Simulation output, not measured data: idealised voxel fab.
process module | voxel ribs on slabs
cross-section cut | 170 nm wide | cells 5 nm
A cross-section is a grid of square cells, given in bands from the top down. A band is one or more rows of cells.
Each band's line starts with the height of the band's top and of its bottom, in nm. Then come its materials from left to right, each with its width in nm. One material with "throughout" fills the band from edge to edge. "air" is empty space.
Height 0 is the level under which the wafer as received is all one material. The lowest band goes on downwards, as in "0 down".
A width such as "30 to 40" changes by the same amount from each row of cells to the next, from the band's top row to its bottom row.
"no change" after a step means that no cell of the cross-section changed.
closed voids: empty space of 8 cells or more with no open way to the top, each as width x height at its distance from the left edge, in nm
after a step's settings: what the simulator itself notes on the step
overlay nm, on a step with a mask: how far to the right of its planned place the mask lay; to the left if negative
plan
1 op RECEIVE | material Si
2 op DIRECTIONAL_DEP | material SiO2 | thk nm 30
3 op DIRECTIONAL_DEP | material polySi | thk nm 25
4 op DIRECTIONAL_DEP | material aC | thk nm 10
5 op PATTERN | tone cover | mask id RIB | material resist | width nm 25 | thk nm 30 | overlay nm 0
6 op DIRECTIONAL_ETCH | etch materials aC | depth nm 10
7 op STRIP | etch materials resist
8 op DIRECTIONAL_ETCH | etch materials polySi | depth nm 10
9 op STRIP | etch materials aC
10 op MASKED_ETCH | tone cover | mask id SLAB | width nm 55 | etch materials polySi | depth nm 15 | overlay nm 0
11 op FILL_DEP | material SiO2 | thk nm 25
12 op CMP | height nm 75
13 op DIRECTIONAL_DEP | material W | thk nm 10
14 op DIRECTIONAL_DEP | material aC | thk nm 15
15 op PATTERN | tone cover | mask id HEATER | material resist | width nm 35 | thk nm 30 | overlay nm 0
16 op DIRECTIONAL_ETCH | etch materials aC | depth nm 15
17 op STRIP | etch materials resist
18 op DIRECTIONAL_ETCH | etch materials W | depth nm 10
19 op STRIP | etch materials aC
20 op CONFORMAL_DEP | material SiO2 | thk nm 5
as received, after step 1
  0 down: Si throughout
  closed voids: none
a wafer at the end: this start, this plan, one mistake
  90 to 85: air 60 | SiO2 45 | air 65
  85 to 80: air 60 | SiO2 5 | W 35 | SiO2 5 | air 65
  80 to 75: SiO2 65 | W 35 | SiO2 70
  75 to 60: SiO2 55 | polySi 55 | SiO2 60
  60 to 0: SiO2 throughout
  0 down: Si throughout
  closed voids: none
what went wrong: step 2 was run twice
